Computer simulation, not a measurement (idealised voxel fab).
Process module in this document: voxel fin reveal
cross-section cut | 160 nm wide | cells 5 nm
Bands, listed from the top down, are how a cross-section gets written in this document; the cross-section itself is a grid of square cells, and a band is one or more rows of them.
Look at the band entry: it leads with the top's height and the bottom's height in nm. Then it lists the materials left to right, with a width in nm for each. The word "everywhere" on a single material says that material fills the band edge to edge. The word "air" is empty space.
For the purposes of this specification, 0 denotes the height below which the wafer in its as-received condition is composed wholly of one material, and the lowermost band, lacking a lower limit, extends downward without end, as expressed in "from 0 down".
Note: "30->40" means the width goes from the first number (top row of the band) to the second number (bottom row) in equal steps per row of cells.
Where the words "no modifications" appear for a step, the cross-section shows no cell changed by that step; every cell remained as before.
Look at "Sealed voids" for the closed voids: empty spaces with no open path to the top, sized 8 cells or up. Each is width x height at distance, distance from the left edge, all nm.
It should be noted that, on the line of a given step, the content following the step's settings is a remark produced by the simulator itself with respect to that step.
"overlay nm" denotes, for a step that has a mask, the displacement of the mask to the right of its planned place, with negative values corresponding to the left.

The steps planned for the process are as follows
step 1: op RECEIVE | material Si
step 2: op CONFORMAL_DEP | material SiN | thk nm 5
step 3: op MASKED_ETCH | tone cover | mask id FINS | width nm 15 | pitch nm 35 | etch materials SiN | depth nm 5 | overlay nm 0
step 4: op MASKED_ETCH | tone cover | mask id FINS | width nm 15 | pitch nm 35 | etch materials Si | depth nm 30 | overlay nm 0
step 5: op FILL_DEP | material SiO2 | thk nm 5
step 6: op CMP | height nm 5
step 7: op SELECTIVE_ETCH | etch materials SiO2 | depth nm 20
step 8: op STRIP | etch materials SiN

As-received state of the wafer in cross-section, equivalent to post-step 1
> from 0 down | Si everywhere
> Sealed voids: none

The first of the two wafers as seen in cross-section once the module was finished; processing followed the plan
> from 0 to -15 | air 20 / Si 15 / air 20 / Si 15 / air 20 / Si 15 / air 20 / Si 15 / air 20
> from -15 to -30 | SiO2 20 / Si 15 / SiO2 20 / Si 15 / SiO2 20 / Si 15 / SiO2 20 / Si 15 / SiO2 20
> from -30 down | Si everywhere
> Sealed voids: none

Here's the second of our two wafers sectioned at module end. Same start as the first, same plan, but one mistake got made running it
> from 0 to -15 | air 20 / Si 15 / air 20 / Si 15 / air 20 / Si 15 / air 20 / Si 15 / air 20
> from -15 to -60 | SiO2 20 / Si 15 / SiO2 20 / Si 15 / SiO2 20 / Si 15 / SiO2 20 / Si 15 / SiO2 20
> from -60 down | Si everywhere
> Sealed voids: none
Deviation from plan: step 4 from the plan got run twice
In the final state, the cell counts of the second wafer exceed or fall short of those of the first for the following materials: 120 fewer of Si; 120 more of SiO2
